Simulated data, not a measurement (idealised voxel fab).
process module | voxel double patterning
cross-section cut | 245 nm wide | cells 5 nm
A cross-section is a grid of square cells, given in bands from the top down. A band is one or more rows of cells.
Each band's line starts with the height of the band's top and of its bottom, in nm. Then come its materials from left to right, each with its width in nm. One material with "throughout" fills the band from edge to edge. "air" is empty space.
Height 0 is the level under which the wafer as received is all one material. The lowest band goes on downwards, as in "0 down".
A width such as "30 to 40" changes by the same amount from each row of cells to the next, from the band's top row to its bottom row.
"no change" after a step means that no cell of the cross-section changed.
closed voids: empty space of 8 cells or more with no open way to the top, each as width x height at its distance from the left edge, in nm
after a step's settings: what the simulator itself notes on the step
overlay nm, on a step with a mask: how far to the right of its planned place the mask lay; to the left if negative
plan
1 op RECEIVE | material Si
2 op CONFORMAL_DEP | material SiO2 | thk nm 10
3 op DIRECTIONAL_DEP | material W | thk nm 20
4 op DIRECTIONAL_DEP | material SiCN | thk nm 10
5 op MASKED_ETCH | tone open | mask id FIRST | width nm 15 | pitch nm 50 | etch materials SiCN | depth nm 10 | overlay nm 0
6 op MASKED_ETCH | tone open | mask id SECOND | width nm 15 | etch materials SiCN | depth nm 10 | overlay nm 0
7 op DIRECTIONAL_ETCH | etch materials W | depth nm 20
8 op STRIP | etch materials SiCN
as received, after step 1
  0 down: Si throughout
  closed voids: none
a wafer at the end: this start, this plan, one mistake
  30 to 20: SiO2 throughout
  20 to 0: W throughout
  0 down: Si throughout
  closed voids: none
what went wrong: steps 2 and 3 were swapped
